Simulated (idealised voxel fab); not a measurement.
Name of the process module below: voxel tone inversion
For reference, the cross-section in this document is cut, with width 245 nm and square cells of 5 nm.
How to read a cross-section here: the picture is a grid of square cells, written as bands going from the top down, and any band can span one or more rows of cells. Heads up on the band format: heights come first, top then bottom, in nm. After that it's the materials left to right, each with its width in nm. A single material flagged "edge to edge" fills the whole band edge to edge, and "blank" means there's empty space there. The reference from which all heights are counted is 0, the level beneath which the as-received wafer is entirely one material; the lowest band, having no lower bound, proceeds downward and is written after the example "0 nm and below". Top row gets the first number, bottom row gets the second, and each row in between changes by the same step: that is how a band width like "30->40" works. For the purposes of this document, the phrase "nothing changed" attached to a step denotes that no cell within the cross-section was modified by that step. Basically, "Sealed cavities" tells you about the enclosed voids: empty spaces with no open way to the top, 8 cells or bigger, each written width x height at distance, where distance is from the left edge, all in nm. Whatever follows a step's settings on its line is a remark the simulator itself makes about that step. Regarding "overlay nm": on a step with a mask, it is the distance the mask lay to the right of its planned place; a negative value places it to the left.
## List of planned process steps
| 1 | RECEIVE, material Si |
| 2 | CONFORMAL_DEP, material SiCN, thk nm 5 |
| 3 | DIRECTIONAL_DEP, material polySi, thk nm 15 |
| 4 | PATTERN, tone cover, mask id POSTS, material resist, width nm 20, pitch nm 45, thk nm 20, overlay nm 0 |
| 5 | DIRECTIONAL_ETCH, etch materials polySi, depth nm 15 |
| 6 | STRIP, etch materials resist |
| 7 | FILL_DEP, material lowk, thk nm 5 |
| 8 | CMP, height nm 20 |
| 9 | STRIP, etch materials polySi |
## This is the cross-section of the wafer as we received it, i.e. after step 1
  0 nm and below: Si edge to edge
  Sealed cavities: none
## Cross-sectional image of the first of two wafers at the end of the module, the run having proceeded as planned
  20 nm to 5 nm: lowk 45 nm  blank 20 nm  lowk 25 nm  blank 20 nm  lowk 25 nm  blank 20 nm  lowk 25 nm  blank 20 nm  lowk 45 nm
  5 nm to 0 nm: SiCN edge to edge
  0 nm and below: Si edge to edge
  Sealed cavities: none
## What the second wafer looks like in cross-section once the module is done. Its start and its plan matched the first wafer's exactly; what differed was one mistake in how it was run
  20 nm to 5 nm: blank 45 nm  lowk 20 nm  blank 25 nm  lowk 20 nm  blank 25 nm  lowk 20 nm  blank 25 nm  lowk 20 nm  blank 45 nm
  5 nm to 0 nm: SiCN edge to edge
  0 nm and below: Si edge to edge
  Sealed cavities: none
So what did we get wrong on this run? note that step 4 departed from the planned setting and was carried out as PATTERN, tone open, mask id POSTS, material resist, width nm 20, pitch nm 45, thk nm 20, overlay nm 0
at the end the second wafer has, in cells: lowk -51
